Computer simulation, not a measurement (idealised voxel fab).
process module | voxel wiring stack
cross-section cut | 260 nm wide | cells 5 nm
A cross-section is a grid of square cells, given in bands from the top down. A band is one or more rows of cells.
Each band's line starts with the height of the band's top and of its bottom, in nm. Then come its materials from left to right, each with its width in nm. One material with "throughout" fills the band from edge to edge. "air" is empty space.
Height 0 is the level under which the wafer as received is all one material. The lowest band goes on downwards, as in "0 down".
A width such as "30 to 40" changes by the same amount from each row of cells to the next, from the band's top row to its bottom row.
"no change" after a step means that no cell of the cross-section changed.
closed voids: empty space of 8 cells or more with no open way to the top, each as width x height at its distance from the left edge, in nm
after a step's settings: what the simulator itself notes on the step
overlay nm, on a step with a mask: how far to the right of its planned place the mask lay; to the left if negative
plan
1 op RECEIVE | material Si
2 op CONFORMAL_DEP | material SiO2 | thk nm 10
3 op DIRECTIONAL_DEP | material TiN | thk nm 5
4 op DIRECTIONAL_DEP | material Ru | thk nm 25
5 op MASKED_ETCH | tone cover | mask id METAL_1 | width nm 25 | pitch nm 45 | etch materials Ru | depth nm 25 | overlay nm 0
6 op MASKED_ETCH | tone cover | mask id METAL_1 | width nm 25 | pitch nm 45 | etch materials TiN | depth nm 5 | overlay nm 0
7 op FILL_DEP | material lowk | thk nm 10
8 op CMP | height nm 40
9 op CONFORMAL_DEP | material SiCN | thk nm 5
10 op DIRECTIONAL_DEP | material lowk | thk nm 30
11 op PATTERN | tone open | mask id METAL_2 | material resist | width nm 25 | pitch nm 45 | thk nm 20 | overlay nm 0
12 op DIRECTIONAL_ETCH | etch materials lowk | depth nm 20
13 op STRIP | etch materials resist
14 op PATTERN | tone open | mask id METAL_2_HOLES | material resist | width nm 15 | pitch nm 45 | thk nm 15 | overlay nm 0
15 op DIRECTIONAL_ETCH | etch materials lowk | depth nm 10
16 op DIRECTIONAL_ETCH | etch materials SiCN | depth nm 5
17 op STRIP | etch materials resist
18 op CONFORMAL_DEP | material TiN | thk nm 5
19 op FILL_DEP | material Ru | thk nm 5
20 op CMP | height nm 75
21 op CONFORMAL_DEP | material SiCN | thk nm 5
22 op DIRECTIONAL_DEP | material lowk | thk nm 10
23 op DIRECTIONAL_DEP | material aC | thk nm 10
24 op PATTERN | tone open | mask id PLUG_2 | material resist | width nm 15 | pitch nm 45 | thk nm 30 | overlay nm 0
25 op DIRECTIONAL_ETCH | etch materials aC | depth nm 10
26 op STRIP | etch materials resist
27 op DIRECTIONAL_ETCH | etch materials lowk | depth nm 10
28 op DIRECTIONAL_ETCH | etch materials SiCN | depth nm 5
29 op STRIP | etch materials aC
30 op EPI | material Ru | thk nm 10
31 op EPI | material Ru | thk nm 5
32 op DIRECTIONAL_DEP | material TiN | thk nm 5
33 op DIRECTIONAL_DEP | material W | thk nm 25
34 op PATTERN | tone cover | mask id METAL_3 | material resist | width nm 25 | pitch nm 45 | thk nm 20 | overlay nm 0
35 op DIRECTIONAL_ETCH | etch materials W | depth nm 25
36 op DIRECTIONAL_ETCH | etch materials TiN | depth nm 5
37 op STRIP | etch materials resist
38 op FILL_DEP | material lowk | thk nm 10
39 op CMP | height nm 120
40 op CONFORMAL_DEP | material SiN | thk nm 5
varied across the wafers: width nm of step 14. The plan shows the first wafer's value. All wafers start alike
first wafer as received, after step 1
  0 down: Si throughout
  closed voids: none
each wafer at the end: cells of each material gained (+) or lost (-) since it was received, then its closed voids
width nm 15 | +92 Ru | +92 SiCN | +52 SiN | +104 SiO2 | +54 TiN | +50 W | +856 lowk | closed voids: none
width nm 20 | +98 Ru | +90 SiCN | +52 SiN | +104 SiO2 | +54 TiN | +50 W | +852 lowk | closed voids: none
width nm 25 | +100 Ru | +90 SiCN | +52 SiN | +104 SiO2 | +56 TiN | +50 W | +848 lowk | closed voids: none
width nm 30 | +106 Ru | +88 SiCN | +52 SiN | +104 SiO2 | +56 TiN | +50 W | +844 lowk | closed voids: none
